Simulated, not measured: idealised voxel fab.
Module name: voxel ribs on slabs (process module)
Cross-section cut spans 270 nm and uses square cells 5 nm in size.
In what follows, cross-sections appear as grids of square cells, described through bands that run from the top down, where every band is one or more rows of cells.
Band entry format. Leading values: height of top, height of bottom, nm. Remainder: materials in left-to-right order, each with its width in nm. Special words: "edge to edge" on a single material, which then fills the band edge to edge; "empty", empty space.
Below 0: as-received wafer, all one material; heights counted from there. Lowest band: no bottom, goes on down, written "0 and below".
A width given as "30..40" starts at the first number in the band's top row and ends at the second number in its bottom row, shifting by an equal amount at every step from row to row.
Where the words "everything unchanged" appear for a step, the cross-section shows no cell changed by that step; every cell remained as before.
Any empty space of 8 cells or more lacking an open way to the top shows up in "Closed void listing" as width x height at distance, distance from the left edge, in nm.
On each step's line, the part that comes after the settings is the simulator's own comment on the step.
The setting "overlay nm" may be written on the line of a step. When the step uses a mask, the value reports how far to the right of the planned place the mask lay, and a negative value reports that it lay to the left.
# The process steps that were planned are listed below
1) RECEIVE with material Si
2) DIRECTIONAL_DEP with material SiO2, thk nm 30
3) DIRECTIONAL_DEP with material polySi, thk nm 20
4) PATTERN with tone cover, mask id RIB, material resist, width nm 30, thk nm 20, overlay nm 0
5) DIRECTIONAL_ETCH with etch materials polySi, depth nm 10
6) STRIP with etch materials resist
7) MASKED_ETCH with tone cover, mask id SLAB, width nm 60, etch materials polySi, depth nm 10, overlay nm 0
8) FILL_DEP with material SiO2, thk nm 20
9) CMP with height nm 60
10) DIRECTIONAL_DEP with material W, thk nm 5
11) MASKED_ETCH with tone cover, mask id HEATER, width nm 40, etch materials W, depth nm 5, overlay nm 0
12) CONFORMAL_DEP with material SiO2, thk nm 5
# Wafer as received: cross-section following step 1
0 and below: Si edge to edge
Closed void listing: none
# Final cross-section, module run with one mistake (start and plan as above)
65 down to 60: empty: 115 | W: 40 | empty: 115
60 down to 50: SiO2 edge to edge
50 down to 40: SiO2: 120 | polySi: 30 | SiO2: 120
40 down to 30: SiO2: 105 | polySi: 60 | SiO2: 105
30 down to 0: SiO2 edge to edge
0 and below: Si edge to edge
Closed void listing: none
Processing error: the run left out plan step 12 entirely, so it was never executed
